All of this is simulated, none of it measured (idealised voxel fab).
The following is a process module called voxel wiring stack.
The cross-section shown here is cut; it is 215 nm wide and divided into square cells measuring 5 nm on a side.
In this document a cross-section is written as a grid of square cells. It is given as a series of bands, listed from the top down, and a band is one or more rows of cells.
For a band, the entry starts with two heights in nm, that of the top and then that of the bottom, and carries on with the band's materials in order from left to right, each alongside its width in nm; the word "full width" beside a single material means it fills the band edge to edge, and "blank" means empty space.
Note: height 0 marks the level under which the wafer is uniformly one material as received. Lowest band unbounded below, written "0 -> down".
Top row gets the first number, bottom row gets the second, and each row in between changes by the same step: that is how a band width like "30..40" works.
"no alterations made" -> step changed no cross-section cell.
Empty spaces without an open route to the top, at least 8 cells in extent, make up the entry "Sealed void inventory"; each is given as width x height at distance, where the distance is measured from the left edge, and all are in nm.
Formally, on a step line, whatever follows the settings is a remark that the simulator itself makes on the step.
When a step includes a mask, the "overlay nm" setting on its line states how far to the right of its planned place that mask lay, and negative values state how far to the left.
plan:
1. RECEIVE: material Si
2. CONFORMAL_DEP: material SiO2, thk nm 10
3. DIRECTIONAL_DEP: material TiN, thk nm 5
4. DIRECTIONAL_DEP: material Ru, thk nm 15
5. MASKED_ETCH: tone cover, mask id METAL_1, width nm 25, pitch nm 50, etch materials Ru, depth nm 15, overlay nm 0
6. MASKED_ETCH: tone cover, mask id METAL_1, width nm 25, pitch nm 50, etch materials TiN, depth nm 5, overlay nm 0
7. FILL_DEP: material lowk, thk nm 5
8. CMP: height nm 30
9. CONFORMAL_DEP: material SiCN, thk nm 5
10. DIRECTIONAL_DEP: material SiO2, thk nm 15
11. PATTERN: tone open, mask id PLUG_1, material resist, width nm 15, thk nm 15, overlay nm 0
12. DIRECTIONAL_ETCH: etch materials SiO2, depth nm 15
13. DIRECTIONAL_ETCH: etch materials SiCN, depth nm 5
14. STRIP: etch materials resist
15. EPI: material Ru, thk nm 10
16. EPI: material Ru, thk nm 10
17. DIRECTIONAL_DEP: material TiN, thk nm 5
18. DIRECTIONAL_DEP: material Ru, thk nm 20
19. DIRECTIONAL_DEP: material aC, thk nm 15
20. PATTERN: tone cover, mask id METAL_2, material resist, width nm 25, pitch nm 50, thk nm 35, overlay nm 0
21. DIRECTIONAL_ETCH: etch materials aC, depth nm 15
22. STRIP: etch materials resist
23. DIRECTIONAL_ETCH: etch materials Ru, depth nm 20
24. DIRECTIONAL_ETCH: etch materials TiN, depth nm 5
25. STRIP: etch materials aC
26. CONFORMAL_DEP: material SiN, thk nm 5
27. FILL_DEP: material SiO2, thk nm 5
28. CMP: height nm 75
29. CONFORMAL_DEP: material SiCN, thk nm 5
30. DIRECTIONAL_DEP: material lowk, thk nm 10
31. MASKED_ETCH: tone open, mask id PLUG_2, width nm 15, pitch nm 50, etch materials lowk, depth nm 10, overlay nm 0
32. MASKED_ETCH: tone open, mask id PLUG_2, width nm 15, pitch nm 50, etch materials SiCN, depth nm 5, overlay nm 0
33. CONFORMAL_DEP: material TiN, thk nm 5
34. FILL_DEP: material Ru, thk nm 10
35. CMP: height nm 90
36. CONFORMAL_DEP: material SiCN, thk nm 5
37. DIRECTIONAL_DEP: material SiO2, thk nm 20
38. PATTERN: tone open, mask id METAL_3, material resist, width nm 25, pitch nm 50, thk nm 15, overlay nm 0
39. DIRECTIONAL_ETCH: etch materials SiO2, depth nm 20
40. DIRECTIONAL_ETCH: etch materials SiCN, depth nm 5
41. STRIP: etch materials resist
42. CONFORMAL_DEP: material TiN, thk nm 5
43. FILL_DEP: material W, thk nm 10
44. CMP: height nm 115
45. EPI: material Ru, thk nm 5
46. FILL_DEP: material SiCN, thk nm 5
47. DIRECTIONAL_DEP: material lowk, thk nm 30
48. DIRECTIONAL_DEP: material aC, thk nm 10
49. PATTERN: tone open, mask id METAL_4_HOLES, material resist, width nm 15, thk nm 30, overlay nm 0
50. DIRECTIONAL_ETCH: etch materials aC, depth nm 10
51. STRIP: etch materials resist
52. DIRECTIONAL_ETCH: etch materials lowk, depth nm 30
53. STRIP: etch materials aC
54. DIRECTIONAL_DEP: material aC, thk nm 10
55. PATTERN: tone open, mask id METAL_4, material resist, width nm 25, pitch nm 50, thk nm 25, overlay nm 0
56. DIRECTIONAL_ETCH: etch materials aC, depth nm 10
57. STRIP: etch materials resist
58. DIRECTIONAL_ETCH: etch materials lowk, depth nm 15
59. DIRECTIONAL_ETCH: etch materials SiCN, depth nm 5
60. STRIP: etch materials aC
61. CONFORMAL_DEP: material TiN, thk nm 5
62. FILL_DEP: material Cu, thk nm 5
63. CMP: height nm 155
64. CONFORMAL_DEP: material SiN, thk nm 5
first wafer, as planned:
Wafer cross-section on receipt, i.e. after step 1:
* 0 -> down | Si full width
* Sealed void inventory: none
The wafer in cross-section once step 2 is complete:
* 10 -> 0 | SiO2 full width
* Heights below 0 show no change.
The wafer in cross-section once step 3 is complete:
* 15 -> 10 | TiN full width
* Heights below 10 show no change.
The wafer in cross-section once step 4 is complete:
* 30 -> 15 | Ru full width
* Heights below 15 show no change.
The wafer in cross-section once step 5 is complete:
* 30 -> 15 | blank 70; Ru 25; blank 25; Ru 25; blank 70
* Heights below 15 show no change.
The wafer in cross-section once step 6 is complete:
* 30 -> 15 | blank 70; Ru 25; blank 25; Ru 25; blank 70
* 15 -> 10 | blank 70; TiN 25; blank 25; TiN 25; blank 70
* Heights below 10 show no change.
The wafer in cross-section once step 7 is complete:
* 35 -> 30 | lowk full width
* 30 -> 15 | lowk 70; Ru 25; lowk 25; Ru 25; lowk 70
* 15 -> 10 | lowk 70; TiN 25; lowk 25; TiN 25; lowk 70
* Heights below 10 show no change.
The wafer in cross-section once step 8 is complete:
* 30 -> 15 | lowk 70; Ru 25; lowk 25; Ru 25; lowk 70
* Heights below 15 show no change.
The wafer in cross-section once step 9 is complete:
* 35 -> 30 | SiCN full width
* Heights below 30 show no change.
The wafer in cross-section once step 10 is complete:
* 50 -> 35 | SiO2 full width
* Heights below 35 show no change.
The wafer in cross-section once step 11 is complete:
* 65 -> 50 | resist 70; blank 15; resist 130
* Heights below 50 show no change.
The wafer in cross-section once step 12 is complete:
* 65 -> 50 | resist 70; blank 15; resist 130
* 50 -> 35 | SiO2 70; blank 15; SiO2 130
* Heights below 35 show no change.
The wafer in cross-section once step 13 is complete:
* 65 -> 50 | resist 70; blank 15; resist 130
* 50 -> 35 | SiO2 70; blank 15; SiO2 130
* 35 -> 30 | SiCN 70; blank 15; SiCN 130
* Heights below 30 show no change.
The wafer in cross-section once step 14 is complete:
* 50 -> 35 | SiO2 70; blank 15; SiO2 130
* Heights below 35 show no change.
The wafer in cross-section once step 15 is complete:
* 50 -> 40 | SiO2 70; blank 15; SiO2 130
* 40 -> 35 | SiO2 70; Ru 15; SiO2 130
* 35 -> 30 | SiCN 70; Ru 15; SiCN 130
* Heights below 30 show no change.
The wafer in cross-section once step 16 is complete:
* 50 -> 35 | SiO2 70; Ru 15; SiO2 130
* Heights below 35 show no change.
The wafer in cross-section once step 17 is complete:
* 55 -> 50 | TiN full width
* Heights below 50 show no change.
The wafer in cross-section once step 18 is complete:
* 75 -> 55 | Ru full width
* Heights below 55 show no change.
The wafer in cross-section once step 19 is complete:
* 90 -> 75 | aC full width
* Heights below 75 show no change.
The wafer in cross-section once step 20 is complete:
* 125 -> 90 | blank 70; resist 25; blank 25; resist 25; blank 70
* Heights below 90 show no change.
The wafer in cross-section once step 21 is complete:
* 110 -> 90 | blank 70; resist 25; blank 25; resist 25; blank 70
* 90 -> 75 | blank 70; aC 25; blank 25; aC 25; blank 70
* Heights below 75 show no change.
The wafer in cross-section once step 22 is complete:
* 90 -> 75 | blank 70; aC 25; blank 25; aC 25; blank 70
* Heights below 75 show no change.
The wafer in cross-section once step 23 is complete:
* 90 -> 75 | blank 70; aC 25; blank 25; aC 25; blank 70
* 75 -> 55 | blank 70; Ru 25; blank 25; Ru 25; blank 70
* Heights below 55 show no change.
The wafer in cross-section once step 24 is complete:
* 90 -> 75 | blank 70; aC 25; blank 25; aC 25; blank 70
* 75 -> 55 | blank 70; Ru 25; blank 25; Ru 25; blank 70
* 55 -> 50 | blank 70; TiN 25; blank 25; TiN 25; blank 70
* Heights below 50 show no change.
The wafer in cross-section once step 25 is complete:
* 75 -> 55 | blank 70; Ru 25; blank 25; Ru 25; blank 70
* Heights below 55 show no change.
The wafer in cross-section once step 26 is complete:
* 80 -> 75 | blank 65; SiN 35; blank 15; SiN 35; blank 65
* 75 -> 55 | blank 65; SiN 5; Ru 25; SiN 5; blank 15; SiN 5; Ru 25; SiN 5; blank 65
* 55 -> 50 | SiN 70; TiN 25; SiN 25; TiN 25; SiN 70
* Heights below 50 show no change.
The wafer in cross-section once step 27 is complete:
* 85 -> 80 | SiO2 full width
* 80 -> 75 | SiO2 65; SiN 35; SiO2 15; SiN 35; SiO2 65
* 75 -> 55 | SiO2 65; SiN 5; Ru 25; SiN 5; SiO2 15; SiN 5; Ru 25; SiN 5; SiO2 65
* Heights below 55 show no change.
The wafer in cross-section once step 28 is complete:
* 75 -> 55 | SiO2 65; SiN 5; Ru 25; SiN 5; SiO2 15; SiN 5; Ru 25; SiN 5; SiO2 65
* Heights below 55 show no change.
The wafer in cross-section once step 29 is complete:
* 80 -> 75 | SiCN full width
* Heights below 75 show no change.
The wafer in cross-section once step 30 is complete:
* 90 -> 80 | lowk full width
* Heights below 80 show no change.
The wafer in cross-section once step 31 is complete:
* 90 -> 80 | lowk 70; blank 15; lowk 35; blank 15; lowk 80
* Heights below 80 show no change.
The wafer in cross-section once step 32 is complete:
* 90 -> 80 | lowk 70; blank 15; lowk 35; blank 15; lowk 80
* 80 -> 75 | SiCN 70; blank 15; SiCN 35; blank 15; SiCN 80
* Heights below 75 show no change.
The wafer in cross-section once step 33 is complete:
* 95 -> 90 | TiN 75; blank 5; TiN 45; blank 5; TiN 85
* 90 -> 80 | lowk 70; TiN 5; blank 5; TiN 5; lowk 35; TiN 5; blank 5; TiN 5; lowk 80
* 80 -> 75 | SiCN 70; TiN 15; SiCN 35; TiN 15; SiCN 80
* Heights below 75 show no change.
The wafer in cross-section once step 34 is complete:
* 105 -> 95 | Ru full width
* 95 -> 90 | TiN 75; Ru 5; TiN 45; Ru 5; TiN 85
* 90 -> 80 | lowk 70; TiN 5; Ru 5; TiN 5; lowk 35; TiN 5; Ru 5; TiN 5; lowk 80
* Heights below 80 show no change.
The wafer in cross-section once step 35 is complete:
* 90 -> 80 | lowk 70; TiN 5; Ru 5; TiN 5; lowk 35; TiN 5; Ru 5; TiN 5; lowk 80
* Heights below 80 show no change.
The wafer in cross-section once step 36 is complete:
* 95 -> 90 | SiCN full width
* Heights below 90 show no change.
The wafer in cross-section once step 37 is complete:
* 115 -> 95 | SiO2 full width
* Heights below 95 show no change.
The wafer in cross-section once step 38 is complete:
* 130 -> 115 | resist 70; blank 25; resist 25; blank 25; resist 70
* Heights below 115 show no change.
The wafer in cross-section once step 39 is complete:
* 130 -> 115 | resist 70; blank 25; resist 25; blank 25; resist 70
* 115 -> 95 | SiO2 70; blank 25; SiO2 25; blank 25; SiO2 70
* Heights below 95 show no change.
The wafer in cross-section once step 40 is complete:
* 130 -> 115 | resist 70; blank 25; resist 25; blank 25; resist 70
* 115 -> 95 | SiO2 70; blank 25; SiO2 25; blank 25; SiO2 70
* 95 -> 90 | SiCN 70; blank 25; SiCN 25; blank 25; SiCN 70
* Heights below 90 show no change.
The wafer in cross-section once step 41 is complete:
* 115 -> 95 | SiO2 70; blank 25; SiO2 25; blank 25; SiO2 70
* Heights below 95 show no change.
The wafer in cross-section once step 42 is complete:
* 120 -> 115 | TiN 75; blank 15; TiN 35; blank 15; TiN 75
* 115 -> 95 | SiO2 70; TiN 5; blank 15; TiN 5; SiO2 25; TiN 5; blank 15; TiN 5; SiO2 70
* 95 -> 90 | SiCN 70; TiN 25; SiCN 25; TiN 25; SiCN 70
* Heights below 90 show no change.
The wafer in cross-section once step 43 is complete:
* 130 -> 120 | W full width
* 120 -> 115 | TiN 75; W 15; TiN 35; W 15; TiN 75
* 115 -> 95 | SiO2 70; TiN 5; W 15; TiN 5; SiO2 25; TiN 5; W 15; TiN 5; SiO2 70
* Heights below 95 show no change.
The wafer in cross-section once step 44 is complete:
* 115 -> 95 | SiO2 70; TiN 5; W 15; TiN 5; SiO2 25; TiN 5; W 15; TiN 5; SiO2 70
* Heights below 95 show no change.
The wafer in cross-section once step 45 is complete:
* 120 -> 115 | blank 65; Ru 35; blank 15; Ru 35; blank 65
* Heights below 115 show no change.
The wafer in cross-section once step 46 is complete:
* 125 -> 120 | SiCN full width
* 120 -> 115 | SiCN 65; Ru 35; SiCN 15; Ru 35; SiCN 65
* Heights below 115 show no change.
The wafer in cross-section once step 47 is complete:
* 155 -> 125 | lowk full width
* Heights below 125 show no change.
The wafer in cross-section once step 48 is complete:
* 165 -> 155 | aC full width
* Heights below 155 show no change.
The wafer in cross-section once step 49 is complete:
* 195 -> 165 | resist 70; blank 15; resist 130
* Heights below 165 show no change.
The wafer in cross-section once step 50 is complete:
* 185 -> 165 | resist 70; blank 15; resist 130
* 165 -> 155 | aC 70; blank 15; aC 130
* Heights below 155 show no change.
The wafer in cross-section once step 51 is complete:
* 165 -> 155 | aC 70; blank 15; aC 130
* Heights below 155 show no change.
The wafer in cross-section once step 52 is complete:
* 165 -> 155 | aC 70; blank 15; aC 130
* 155 -> 125 | lowk 70; blank 15; lowk 130
* Heights below 125 show no change.
The wafer in cross-section once step 53 is complete:
* 155 -> 125 | lowk 70; blank 15; lowk 130
* Heights below 125 show no change.
The wafer in cross-section once step 54 is complete:
* 165 -> 155 | aC 70; blank 15; aC 130
* 155 -> 135 | lowk 70; blank 15; lowk 130
* 135 -> 125 | lowk 70; aC 15; lowk 130
* Heights below 125 show no change.
The wafer in cross-section once step 55 is complete:
* 190 -> 165 | resist 70; blank 25; resist 25; blank 25; resist 70
* Heights below 165 show no change.
The wafer in cross-section once step 56 is complete:
* 180 -> 165 | resist 70; blank 25; resist 25; blank 25; resist 70
* 165 -> 155 | aC 70; blank 25; aC 25; blank 25; aC 70
* 155 -> 125 | lowk 70; blank 15; lowk 130
* Heights below 125 show no change.
The wafer in cross-section once step 57 is complete:
* 165 -> 155 | aC 70; blank 25; aC 25; blank 25; aC 70
* Heights below 155 show no change.
The wafer in cross-section once step 58 is complete:
* 165 -> 155 | aC 70; blank 25; aC 25; blank 25; aC 70
* 155 -> 140 | lowk 70; blank 25; lowk 25; blank 25; lowk 70
* Heights below 140 show no change.
The wafer in cross-section once step 59 is complete:
* 165 -> 155 | aC 70; blank 25; aC 25; blank 25; aC 70
* 155 -> 140 | lowk 70; blank 25; lowk 25; blank 25; lowk 70
* 140 -> 125 | lowk 70; blank 15; lowk 130
* 125 -> 120 | SiCN 70; blank 15; SiCN 130
* Heights below 120 show no change.
The wafer in cross-section once step 60 is complete:
* 155 -> 140 | lowk 70; blank 25; lowk 25; blank 25; lowk 70
* Heights below 140 show no change.
The wafer in cross-section once step 61 is complete:
* 160 -> 155 | TiN 75; blank 15; TiN 35; blank 15; TiN 75
* 155 -> 145 | lowk 70; TiN 5; blank 15; TiN 5; lowk 25; TiN 5; blank 15; TiN 5; lowk 70
* 145 -> 140 | lowk 70; TiN 5; blank 5; TiN 15; lowk 25; TiN 25; lowk 70
* 140 -> 125 | lowk 70; TiN 5; blank 5; TiN 5; lowk 130
* 125 -> 120 | SiCN 70; TiN 15; SiCN 130
* Heights below 120 show no change.
The wafer in cross-section once step 62 is complete:
* 165 -> 160 | Cu full width
* 160 -> 155 | TiN 75; Cu 15; TiN 35; Cu 15; TiN 75
* 155 -> 145 | lowk 70; TiN 5; Cu 15; TiN 5; lowk 25; TiN 5; Cu 15; TiN 5; lowk 70
* 145 -> 140 | lowk 70; TiN 5; Cu 5; TiN 15; lowk 25; TiN 25; lowk 70
* 140 -> 125 | lowk 70; TiN 5; Cu 5; TiN 5; lowk 130
* Heights below 125 show no change.
The wafer in cross-section once step 63 is complete:
* 155 -> 145 | lowk 70; TiN 5; Cu 15; TiN 5; lowk 25; TiN 5; Cu 15; TiN 5; lowk 70
* Heights below 145 show no change.
The wafer in cross-section once step 64 is complete:
* 160 -> 155 | SiN full width
* Heights below 155 show no change.
Companion wafer, the second of two: same beginning, same intended sequence, one mistake in carrying it out; through step 4 inclusive it tracks the first exactly:
Second wafer: cross-section at the scheduled end of step 5:
* 30 -> 15 | blank 65; Ru 35; blank 15; Ru 35; blank 65
* Heights below 15 show no change.
Second wafer: cross-section at the scheduled end of step 6:
* 30 -> 15 | blank 65; Ru 35; blank 15; Ru 35; blank 65
* 15 -> 10 | blank 65; TiN 35; blank 15; TiN 35; blank 65
* Heights below 10 show no change.
Second wafer: cross-section at the scheduled end of step 7:
* 35 -> 30 | lowk full width
* 30 -> 15 | lowk 65; Ru 35; lowk 15; Ru 35; lowk 65
* 15 -> 10 | lowk 65; TiN 35; lowk 15; TiN 35; lowk 65
* Heights below 10 show no change.
Second wafer: cross-section at the scheduled end of step 8:
* 30 -> 15 | lowk 65; Ru 35; lowk 15; Ru 35; lowk 65
* Heights below 15 show no change.
Second wafer: cross-section at the scheduled end of step 9:
* 35 -> 30 | SiCN full width
* Heights below 30 show no change.
Second wafer: cross-section at the scheduled end of step 10:
* 50 -> 35 | SiO2 full width
* Heights below 35 show no change.
Second wafer: cross-section at the scheduled end of step 11:
* 65 -> 50 | resist 70; blank 15; resist 130
* Heights below 50 show no change.
Second wafer: cross-section at the scheduled end of step 12:
* 65 -> 50 | resist 70; blank 15; resist 130
* 50 -> 35 | SiO2 70; blank 15; SiO2 130
* Heights below 35 show no change.
Second wafer: cross-section at the scheduled end of step 13:
* 65 -> 50 | resist 70; blank 15; resist 130
* 50 -> 35 | SiO2 70; blank 15; SiO2 130
* 35 -> 30 | SiCN 70; blank 15; SiCN 130
* Heights below 30 show no change.
Second wafer: cross-section at the scheduled end of step 14:
* 50 -> 35 | SiO2 70; blank 15; SiO2 130
* Heights below 35 show no change.
Second wafer: cross-section at the scheduled end of step 15:
* 50 -> 40 | SiO2 70; blank 15; SiO2 130
* 40 -> 35 | SiO2 70; Ru 15; SiO2 130
* 35 -> 30 | SiCN 70; Ru 15; SiCN 130
* Heights below 30 show no change.
Second wafer: cross-section at the scheduled end of step 16:
* 50 -> 35 | SiO2 70; Ru 15; SiO2 130
* Heights below 35 show no change.
Second wafer: cross-section at the scheduled end of step 17:
* 55 -> 50 | TiN full width
* Heights below 50 show no change.
Second wafer: cross-section at the scheduled end of step 18:
* 75 -> 55 | Ru full width
* Heights below 55 show no change.
Second wafer: cross-section at the scheduled end of step 19:
* 90 -> 75 | aC full width
* Heights below 75 show no change.
Second wafer: cross-section at the scheduled end of step 20:
* 125 -> 90 | blank 70; resist 25; blank 25; resist 25; blank 70
* Heights below 90 show no change.
Second wafer: cross-section at the scheduled end of step 21:
* 110 -> 90 | blank 70; resist 25; blank 25; resist 25; blank 70
* 90 -> 75 | blank 70; aC 25; blank 25; aC 25; blank 70
* Heights below 75 show no change.
Second wafer: cross-section at the scheduled end of step 22:
* 90 -> 75 | blank 70; aC 25; blank 25; aC 25; blank 70
* Heights below 75 show no change.
Second wafer: cross-section at the scheduled end of step 23:
* 90 -> 75 | blank 70; aC 25; blank 25; aC 25; blank 70
* 75 -> 55 | blank 70; Ru 25; blank 25; Ru 25; blank 70
* Heights below 55 show no change.
Second wafer: cross-section at the scheduled end of step 24:
* 90 -> 75 | blank 70; aC 25; blank 25; aC 25; blank 70
* 75 -> 55 | blank 70; Ru 25; blank 25; Ru 25; blank 70
* 55 -> 50 | blank 70; TiN 25; blank 25; TiN 25; blank 70
* Heights below 50 show no change.
Second wafer: cross-section at the scheduled end of step 25:
* 75 -> 55 | blank 70; Ru 25; blank 25; Ru 25; blank 70
* Heights below 55 show no change.
Second wafer: cross-section at the scheduled end of step 26:
* 80 -> 75 | blank 65; SiN 35; blank 15; SiN 35; blank 65
* 75 -> 55 | blank 65; SiN 5; Ru 25; SiN 5; blank 15; SiN 5; Ru 25; SiN 5; blank 65
* 55 -> 50 | SiN 70; TiN 25; SiN 25; TiN 25; SiN 70
* Heights below 50 show no change.
Second wafer: cross-section at the scheduled end of step 27:
* 85 -> 80 | SiO2 full width
* 80 -> 75 | SiO2 65; SiN 35; SiO2 15; SiN 35; SiO2 65
* 75 -> 55 | SiO2 65; SiN 5; Ru 25; SiN 5; SiO2 15; SiN 5; Ru 25; SiN 5; SiO2 65
* Heights below 55 show no change.
Second wafer: cross-section at the scheduled end of step 28:
* 75 -> 55 | SiO2 65; SiN 5; Ru 25; SiN 5; SiO2 15; SiN 5; Ru 25; SiN 5; SiO2 65
* Heights below 55 show no change.
Second wafer: cross-section at the scheduled end of step 29:
* 80 -> 75 | SiCN full width
* Heights below 75 show no change.
Second wafer: cross-section at the scheduled end of step 30:
* 90 -> 80 | lowk full width
* Heights below 80 show no change.
Second wafer: cross-section at the scheduled end of step 31:
* 90 -> 80 | lowk 70; blank 15; lowk 35; blank 15; lowk 80
* Heights below 80 show no change.
Second wafer: cross-section at the scheduled end of step 32:
* 90 -> 80 | lowk 70; blank 15; lowk 35; blank 15; lowk 80
* 80 -> 75 | SiCN 70; blank 15; SiCN 35; blank 15; SiCN 80
* Heights below 75 show no change.
Second wafer: cross-section at the scheduled end of step 33:
* 95 -> 90 | TiN 75; blank 5; TiN 45; blank 5; TiN 85
* 90 -> 80 | lowk 70; TiN 5; blank 5; TiN 5; lowk 35; TiN 5; blank 5; TiN 5; lowk 80
* 80 -> 75 | SiCN 70; TiN 15; SiCN 35; TiN 15; SiCN 80
* Heights below 75 show no change.
Second wafer: cross-section at the scheduled end of step 34:
* 105 -> 95 | Ru full width
* 95 -> 90 | TiN 75; Ru 5; TiN 45; Ru 5; TiN 85
* 90 -> 80 | lowk 70; TiN 5; Ru 5; TiN 5; lowk 35; TiN 5; Ru 5; TiN 5; lowk 80
* Heights below 80 show no change.
Second wafer: cross-section at the scheduled end of step 35:
* 90 -> 80 | lowk 70; TiN 5; Ru 5; TiN 5; lowk 35; TiN 5; Ru 5; TiN 5; lowk 80
* Heights below 80 show no change.
Second wafer: cross-section at the scheduled end of step 36:
* 95 -> 90 | SiCN full width
* Heights below 90 show no change.
Second wafer: cross-section at the scheduled end of step 37:
* 115 -> 95 | SiO2 full width
* Heights below 95 show no change.
Second wafer: cross-section at the scheduled end of step 38:
* 130 -> 115 | resist 70; blank 25; resist 25; blank 25; resist 70
* Heights below 115 show no change.
Second wafer: cross-section at the scheduled end of step 39:
* 130 -> 115 | resist 70; blank 25; resist 25; blank 25; resist 70
* 115 -> 95 | SiO2 70; blank 25; SiO2 25; blank 25; SiO2 70
* Heights below 95 show no change.
Second wafer: cross-section at the scheduled end of step 40:
* 130 -> 115 | resist 70; blank 25; resist 25; blank 25; resist 70
* 115 -> 95 | SiO2 70; blank 25; SiO2 25; blank 25; SiO2 70
* 95 -> 90 | SiCN 70; blank 25; SiCN 25; blank 25; SiCN 70
* Heights below 90 show no change.
Second wafer: cross-section at the scheduled end of step 41:
* 115 -> 95 | SiO2 70; blank 25; SiO2 25; blank 25; SiO2 70
* Heights below 95 show no change.
Second wafer: cross-section at the scheduled end of step 42:
* 120 -> 115 | TiN 75; blank 15; TiN 35; blank 15; TiN 75
* 115 -> 95 | SiO2 70; TiN 5; blank 15; TiN 5; SiO2 25; TiN 5; blank 15; TiN 5; SiO2 70
* 95 -> 90 | SiCN 70; TiN 25; SiCN 25; TiN 25; SiCN 70
* Heights below 90 show no change.
Second wafer: cross-section at the scheduled end of step 43:
* 130 -> 120 | W full width
* 120 -> 115 | TiN 75; W 15; TiN 35; W 15; TiN 75
* 115 -> 95 | SiO2 70; TiN 5; W 15; TiN 5; SiO2 25; TiN 5; W 15; TiN 5; SiO2 70
* Heights below 95 show no change.
Second wafer: cross-section at the scheduled end of step 44:
* 115 -> 95 | SiO2 70; TiN 5; W 15; TiN 5; SiO2 25; TiN 5; W 15; TiN 5; SiO2 70
* Heights below 95 show no change.
Second wafer: cross-section at the scheduled end of step 45:
* 120 -> 115 | blank 65; Ru 35; blank 15; Ru 35; blank 65
* Heights below 115 show no change.
Second wafer: cross-section at the scheduled end of step 46:
* 125 -> 120 | SiCN full width
* 120 -> 115 | SiCN 65; Ru 35; SiCN 15; Ru 35; SiCN 65
* Heights below 115 show no change.
Second wafer: cross-section at the scheduled end of step 47:
* 155 -> 125 | lowk full width
* Heights below 125 show no change.
Second wafer: cross-section at the scheduled end of step 48:
* 165 -> 155 | aC full width
* Heights below 155 show no change.
Second wafer: cross-section at the scheduled end of step 49:
* 195 -> 165 | resist 70; blank 15; resist 130
* Heights below 165 show no change.
Second wafer: cross-section at the scheduled end of step 50:
* 185 -> 165 | resist 70; blank 15; resist 130
* 165 -> 155 | aC 70; blank 15; aC 130
* Heights below 155 show no change.
Second wafer: cross-section at the scheduled end of step 51:
* 165 -> 155 | aC 70; blank 15; aC 130
* Heights below 155 show no change.
Second wafer: cross-section at the scheduled end of step 52:
* 165 -> 155 | aC 70; blank 15; aC 130
* 155 -> 125 | lowk 70; blank 15; lowk 130
* Heights below 125 show no change.
Second wafer: cross-section at the scheduled end of step 53:
* 155 -> 125 | lowk 70; blank 15; lowk 130
* Heights below 125 show no change.
Second wafer: cross-section at the scheduled end of step 54:
* 165 -> 155 | aC 70; blank 15; aC 130
* 155 -> 135 | lowk 70; blank 15; lowk 130
* 135 -> 125 | lowk 70; aC 15; lowk 130
* Heights below 125 show no change.
Second wafer: cross-section at the scheduled end of step 55:
* 190 -> 165 | resist 70; blank 25; resist 25; blank 25; resist 70
* Heights below 165 show no change.
Second wafer: cross-section at the scheduled end of step 56:
* 180 -> 165 | resist 70; blank 25; resist 25; blank 25; resist 70
* 165 -> 155 | aC 70; blank 25; aC 25; blank 25; aC 70
* 155 -> 125 | lowk 70; blank 15; lowk 130
* Heights below 125 show no change.
Second wafer: cross-section at the scheduled end of step 57:
* 165 -> 155 | aC 70; blank 25; aC 25; blank 25; aC 70
* Heights below 155 show no change.
Second wafer: cross-section at the scheduled end of step 58:
* 165 -> 155 | aC 70; blank 25; aC 25; blank 25; aC 70
* 155 -> 140 | lowk 70; blank 25; lowk 25; blank 25; lowk 70
* Heights below 140 show no change.
Second wafer: cross-section at the scheduled end of step 59:
* 165 -> 155 | aC 70; blank 25; aC 25; blank 25; aC 70
* 155 -> 140 | lowk 70; blank 25; lowk 25; blank 25; lowk 70
* 140 -> 125 | lowk 70; blank 15; lowk 130
* 125 -> 120 | SiCN 70; blank 15; SiCN 130
* Heights below 120 show no change.
Second wafer: cross-section at the scheduled end of step 60:
* 155 -> 140 | lowk 70; blank 25; lowk 25; blank 25; lowk 70
* Heights below 140 show no change.
Second wafer: cross-section at the scheduled end of step 61:
* 160 -> 155 | TiN 75; blank 15; TiN 35; blank 15; TiN 75
* 155 -> 145 | lowk 70; TiN 5; blank 15; TiN 5; lowk 25; TiN 5; blank 15; TiN 5; lowk 70
* 145 -> 140 | lowk 70; TiN 5; blank 5; TiN 15; lowk 25; TiN 25; lowk 70
* 140 -> 125 | lowk 70; TiN 5; blank 5; TiN 5; lowk 130
* 125 -> 120 | SiCN 70; TiN 15; SiCN 130
* Heights below 120 show no change.
Second wafer: cross-section at the scheduled end of step 62:
* 165 -> 160 | Cu full width
* 160 -> 155 | TiN 75; Cu 15; TiN 35; Cu 15; TiN 75
* 155 -> 145 | lowk 70; TiN 5; Cu 15; TiN 5; lowk 25; TiN 5; Cu 15; TiN 5; lowk 70
* 145 -> 140 | lowk 70; TiN 5; Cu 5; TiN 15; lowk 25; TiN 25; lowk 70
* 140 -> 125 | lowk 70; TiN 5; Cu 5; TiN 5; lowk 130
* Heights below 125 show no change.
Second wafer: cross-section at the scheduled end of step 63:
* 155 -> 145 | lowk 70; TiN 5; Cu 15; TiN 5; lowk 25; TiN 5; Cu 15; TiN 5; lowk 70
* Heights below 145 show no change.
Second wafer: cross-section at the scheduled end of step 64:
* 160 -> 155 | SiN full width
* Heights below 155 show no change.
Misprocessing identified: step 5, actual vs plan mismatch, actual run MASKED_ETCH: tone cover, mask id METAL_1, width nm 35, pitch nm 50, etch materials Ru, depth nm 15, overlay nm 0
End check, counted in cells, second wafer has more or fewer of these materials than the first: +12 Ru; +4 TiN; -16 lowk
